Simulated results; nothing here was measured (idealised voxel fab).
process module | voxel fin reveal
cross-section cut | 215 nm wide | cells 5 nm
A cross-section is a grid of square cells, given in bands from the top down. A band is one or more rows of cells.
Each band's line starts with the height of the band's top and of its bottom, in nm. Then come its materials from left to right, each with its width in nm. One material with "throughout" fills the band from edge to edge. "air" is empty space.
Height 0 is the level under which the wafer as received is all one material. The lowest band goes on downwards, as in "0 down".
A width such as "30 to 40" changes by the same amount from each row of cells to the next, from the band's top row to its bottom row.
"no change" after a step means that no cell of the cross-section changed.
closed voids: empty space of 8 cells or more with no open way to the top, each as width x height at its distance from the left edge, in nm
after a step's settings: what the simulator itself notes on the step
overlay nm, on a step with a mask: how far to the right of its planned place the mask lay; to the left if negative
plan
1 op RECEIVE | material Si
2 op CONFORMAL_DEP | material SiN | thk nm 5
3 op PATTERN | tone cover | mask id FINS | material resist | width nm 15 | pitch nm 40 | thk nm 15 | overlay nm 0
4 op DIRECTIONAL_ETCH | etch materials SiN | depth nm 5
5 op DIRECTIONAL_ETCH | etch materials Si | depth nm 40
6 op STRIP | etch materials resist
7 op FILL_DEP | material SiO2 | thk nm 15
8 op CMP | height nm 5
9 op SELECTIVE_ETCH | etch materials SiO2 | depth nm 15
10 op STRIP | etch materials SiN
as received, after step 1
  0 down: Si throughout
  closed voids: none
first wafer at the end, as planned
  0 to -10: air 60 | Si 15 | air 25 | Si 15 | air 25 | Si 15 | air 60
  -10 to -40: SiO2 60 | Si 15 | SiO2 25 | Si 15 | SiO2 25 | Si 15 | SiO2 60
  -40 down: Si throughout
  closed voids: none
second wafer at the end: like start, like plan, one mistake
  0 to -25: air 60 | Si 15 | air 25 | Si 15 | air 25 | Si 15 | air 60
  -25 to -40: SiO2 60 | Si 15 | SiO2 25 | Si 15 | SiO2 25 | Si 15 | SiO2 60
  -40 down: Si throughout
  closed voids: none
what went wrong: step 9 was run twice
at the end the second wafer has, in cells: 102 fewer of SiO2
